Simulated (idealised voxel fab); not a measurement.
The process module that follows is named voxel wiring stack.
Section cut is 190 nm wide and gridded with 5 nm square cells.
Cross-section, as written here: a square-cell grid given band by band from the top down, where a band holds one or more rows of cells. A band entry consists of two parts. The first gives the height of the band's top and the height of its bottom, in nm. The rest lists the band's materials from left to right, each with its width in nm. A single material labelled with the word "everywhere" fills the band from edge to edge, and the word "air" marks empty space. Height datum 0, below which the as-received substrate wafer is one material. Lowest band open at the bottom, running downward: "z 0 and below". Width: "30..40" (first number = top row, second number = bottom row, same change from row to row of cells). Key: "no change occurred" - step with no changed cell in the cross-section. "Listed closed voids": sealed empty spaces, 8 cells or more, no open way to top, listed width x height at distance, with distance from the left edge and width, height and distance in nm. What comes after the settings on a step's line is commentary from the simulator itself on that step. Among the settings permitted on a step's line is "overlay nm"; applied to a step with a mask, it specifies the extent to which the mask lay to the right of its planned position, whereas a negative figure signifies a position to the left.

# Steps planned for the process
1: RECEIVE,material Si
2: CONFORMAL_DEP,material SiO2,thk nm 10
3: CONFORMAL_DEP,material SiCN,thk nm 5
4: DIRECTIONAL_DEP,material lowk,thk nm 20
5: DIRECTIONAL_DEP,material aC,thk nm 15
6: PATTERN,tone open,mask id METAL_1,material resist,width nm 25,pitch nm 55,thk nm 35,overlay nm 0
7: DIRECTIONAL_ETCH,etch materials aC,depth nm 15
8: STRIP,etch materials resist
9: DIRECTIONAL_ETCH,etch materials lowk,depth nm 20
10: DIRECTIONAL_ETCH,etch materials SiCN,depth nm 5
11: STRIP,etch materials aC
12: CONFORMAL_DEP,material TiN,thk nm 5
13: FILL_DEP,material Cu,thk nm 5
14: CMP,height nm 35
15: CONFORMAL_DEP,material SiCN,thk nm 5
16: DIRECTIONAL_DEP,material lowk,thk nm 10
17: DIRECTIONAL_DEP,material aC,thk nm 10
18: PATTERN,tone open,mask id PLUG_1,material resist,width nm 15,thk nm 30,overlay nm 0
19: DIRECTIONAL_ETCH,etch materials aC,depth nm 10
20: STRIP,etch materials resist
21: DIRECTIONAL_ETCH,etch materials lowk,depth nm 10
22: DIRECTIONAL_ETCH,etch materials SiCN,depth nm 5
23: STRIP,etch materials aC
24: EPI,material Ru,thk nm 10
25: EPI,material Ru,thk nm 5
26: DIRECTIONAL_DEP,material TiN,thk nm 5
27: DIRECTIONAL_DEP,material Ru,thk nm 15
28: DIRECTIONAL_DEP,material aC,thk nm 10
29: PATTERN,tone cover,mask id METAL_2,material resist,width nm 25,pitch nm 55,thk nm 30,overlay nm 0
30: DIRECTIONAL_ETCH,etch materials aC,depth nm 10
31: STRIP,etch materials resist
32: DIRECTIONAL_ETCH,etch materials Ru,depth nm 15
33: DIRECTIONAL_ETCH,etch materials TiN,depth nm 5
34: STRIP,etch materials aC
35: CONFORMAL_DEP,material SiN,thk nm 5
36: FILL_DEP,material SiO2,thk nm 10
37: CMP,height nm 70
38: CONFORMAL_DEP,material SiCN,thk nm 5
39: DIRECTIONAL_DEP,material lowk,thk nm 30
40: DIRECTIONAL_DEP,material aC,thk nm 15
41: PATTERN,tone open,mask id METAL_3,material resist,width nm 25,pitch nm 55,thk nm 35,overlay nm 0
42: DIRECTIONAL_ETCH,etch materials aC,depth nm 15
43: STRIP,etch materials resist
44: DIRECTIONAL_ETCH,etch materials lowk,depth nm 20
45: STRIP,etch materials aC
46: PATTERN,tone open,mask id METAL_3_HOLES,material resist,width nm 15,pitch nm 55,thk nm 15,overlay nm 0
47: DIRECTIONAL_ETCH,etch materials lowk,depth nm 10
48: DIRECTIONAL_ETCH,etch materials SiCN,depth nm 5
49: STRIP,etch materials resist
50: CONFORMAL_DEP,material TiN,thk nm 5
51: FILL_DEP,material Ru,thk nm 5
52: CMP,height nm 105
53: CONFORMAL_DEP,material SiCN,thk nm 5
54: DIRECTIONAL_DEP,material lowk,thk nm 25
55: MASKED_ETCH,tone open,mask id METAL_4_HOLES,width nm 15,pitch nm 55,etch materials lowk,depth nm 25,overlay nm 0
56: DIRECTIONAL_DEP,material aC,thk nm 10
57: PATTERN,tone open,mask id METAL_4,material resist,width nm 25,pitch nm 55,thk nm 30,overlay nm 0
58: DIRECTIONAL_ETCH,etch materials aC,depth nm 10
59: STRIP,etch materials resist
60: DIRECTIONAL_ETCH,etch materials lowk,depth nm 15
61: DIRECTIONAL_ETCH,etch materials SiCN,depth nm 5
62: STRIP,etch materials aC
63: CONFORMAL_DEP,material TiN,thk nm 5
64: FILL_DEP,material Cu,thk nm 10
65: CMP,height nm 135
66: CONFORMAL_DEP,material SiCN,thk nm 5

# Cross-section of the wafer upon arrival, representing the state reached after step 1
z 0 and below = Si everywhere
Listed closed voids: none

# Run as planned - first of the two wafers cross-sectioned at the end of the module
z 140 to 135 = SiCN everywhere
z 135 to 125 = lowk 55, TiN 5, Cu 15, TiN 5, lowk 30, TiN 5, Cu 15, TiN 5, lowk 55
z 125 to 120 = lowk 55, TiN 5, Cu 5, TiN 15, lowk 30, TiN 5, Cu 5, TiN 15, lowk 55
z 120 to 110 = lowk 55, TiN 5, Cu 5, TiN 5, lowk 40, TiN 5, Cu 5, TiN 5, lowk 65
z 110 to 105 = SiCN 55, TiN 15, SiCN 40, TiN 15, SiCN 65
z 105 to 90 = lowk 55, TiN 5, Ru 15, TiN 5, lowk 30, TiN 5, Ru 15, TiN 5, lowk 55
z 90 to 85 = lowk 55, TiN 5, Ru 5, TiN 15, lowk 30, TiN 5, Ru 5, TiN 15, lowk 55
z 85 to 75 = lowk 55, TiN 5, Ru 5, TiN 5, lowk 40, TiN 5, Ru 5, TiN 5, lowk 65
z 75 to 70 = SiCN 55, TiN 15, SiCN 40, TiN 15, SiCN 65
z 70 to 55 = SiO2 50, SiN 5, Ru 25, SiN 5, SiO2 20, SiN 5, Ru 25, SiN 5, SiO2 50
z 55 to 50 = SiN 55, TiN 25, SiN 30, TiN 25, SiN 55
z 50 to 40 = lowk 55, Ru 15, lowk 120
z 40 to 35 = SiCN 55, Ru 15, SiCN 120
z 35 to 15 = lowk 55, TiN 5, Cu 15, TiN 5, lowk 30, TiN 5, Cu 15, TiN 5, lowk 55
z 15 to 10 = SiCN 55, TiN 25, SiCN 30, TiN 25, SiCN 55
z 10 to 0 = SiO2 everywhere
z 0 and below = Si everywhere
Listed closed voids: none

# Cross-sectional image of the second wafer of the two following completion of the module. Starting state and process plan were the same as for the first wafer; one execution error occurred
z 140 to 135 = SiCN everywhere
z 135 to 125 = lowk 55, TiN 5, Cu 15, TiN 5, lowk 30, TiN 5, Cu 15, TiN 5, lowk 55
z 125 to 120 = lowk 55, TiN 5, Cu 5, TiN 15, lowk 30, TiN 5, Cu 5, TiN 15, lowk 55
z 120 to 110 = lowk 55, TiN 5, Cu 5, TiN 5, lowk 40, TiN 5, Cu 5, TiN 5, lowk 65
z 110 to 105 = SiCN 55, TiN 15, SiCN 40, TiN 15, SiCN 65
z 105 to 100 = lowk 55, TiN 5, Ru 5, TiN 15, lowk 30, TiN 5, Ru 5, TiN 15, lowk 55
z 100 to 90 = lowk 55, TiN 5, Ru 5, TiN 5, lowk 40, TiN 5, Ru 5, TiN 5, lowk 65
z 90 to 85 = SiCN 55, TiN 15, SiCN 40, TiN 15, SiCN 65
z 85 to 75 = SiO2 everywhere
z 75 to 70 = SiO2 50, SiN 35, SiO2 20, SiN 35, SiO2 50
z 70 to 55 = SiO2 50, SiN 5, Ru 25, SiN 5, SiO2 20, SiN 5, Ru 25, SiN 5, SiO2 50
z 55 to 50 = SiN 55, TiN 25, SiN 30, TiN 25, SiN 55
z 50 to 40 = lowk 55, Ru 15, lowk 120
z 40 to 35 = SiCN 55, Ru 15, SiCN 120
z 35 to 15 = lowk 55, TiN 5, Cu 15, TiN 5, lowk 30, TiN 5, Cu 15, TiN 5, lowk 55
z 15 to 10 = SiCN 55, TiN 25, SiCN 30, TiN 25, SiCN 55
z 10 to 0 = SiO2 everywhere
z 0 and below = Si everywhere
Listed closed voids: none
Here's what went sideways: step 37 was dropped from the plan's execution and never run
Heads up, by the end the second wafer has more or fewer cells of some materials compared to the first: 18 fewer of Ru; 14 more of SiN; 100 more of SiO2; 12 fewer of TiN; 84 fewer of lowk
